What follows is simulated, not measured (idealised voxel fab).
Process module heading - voxel released beams
It is cross-section cut that appears here, measuring 280 nm in width, its square cells being 5 nm in size.
In what follows, cross-sections appear as grids of square cells, described through bands that run from the top down, where every band is one or more rows of cells. Band: top and bottom heights (nm) first, top before bottom; then materials from left to right, widths in nm. "edge to edge" marks a sole material filling the band edge to edge. "blank" denotes empty space. Below 0: as-received wafer, all one material; heights counted from there. Lowest band: no bottom, goes on down, written "from 0 down". You'd read "30 to 40" like this: the band's top row of cells is as wide as the first number, its bottom row is as wide as the second, and going down, every row changes width by the same amount as the row before did. For the purposes of this document, the phrase "nothing altered" attached to a step denotes that no cell within the cross-section was modified by that step. In the "Fully sealed cavities" entry, you get each enclosed empty space of 8 cells or more, one with no open way to the top, written width x height at distance, distance from the left edge, in nm. Read whatever lies past the settings on a step's line as the simulator's own remark about the step. overlay nm: mask right of planned place by this much (step with mask). Neg. = left.

### This section lists the process steps that were planned
1. RECEIVE: material Si
2. CONFORMAL_DEP: material SiN, thk nm 10
3. DIRECTIONAL_DEP: material SiO2, thk nm 15
4. MASKED_ETCH: tone open, mask id ANCHOR, width nm 30, etch materials SiO2, depth nm 15, overlay nm 0
5. CONFORMAL_DEP: material W, thk nm 10
6. DIRECTIONAL_DEP: material aC, thk nm 10
7. PATTERN: tone cover, mask id BEAM, material resist, width nm 85, thk nm 30, overlay nm 0
8. DIRECTIONAL_ETCH: etch materials aC, depth nm 10
9. STRIP: etch materials resist
10. DIRECTIONAL_ETCH: etch materials W, depth nm 10
11. STRIP: etch materials aC
12. STRIP: etch materials SiO2

### Delivered wafer in cross-section: state after step 1
	from 0 down  Si edge to edge
	Fully sealed cavities: none

### First of two wafers: cross-section at end of module, run per plan
	from 35 to 25  blank 95 nm / W 15 nm / blank 10 nm / W 60 nm / blank 100 nm
	from 25 to 20  blank 100 nm / W 10 nm / blank 10 nm / W 10 nm / blank 150 nm
	from 20 to 10  blank 100 nm / W 30 nm / blank 150 nm
	from 10 to 0  SiN edge to edge
	from 0 down  Si edge to edge
	Fully sealed cavities: none

### Second of two wafers, module complete, sectioned: it shares the first wafer's start and plan but was run with one mistake
	from 35 to 25  blank 95 nm / W 15 nm / blank 10 nm / W 65 nm / blank 95 nm
	from 25 to 20  blank 100 nm / W 10 nm / blank 10 nm / W 10 nm / blank 150 nm
	from 20 to 10  blank 100 nm / W 30 nm / blank 150 nm
	from 10 to 0  SiN edge to edge
	from 0 down  Si edge to edge
	Fully sealed cavities: none
Processing error: step 7, actual vs plan mismatch, actual run PATTERN: tone cover, mask id BEAM, material resist, width nm 90, thk nm 30, overlay nm 0
FYI, end of process, the second wafer has more or fewer cells of some materials than the first: W: 2 more
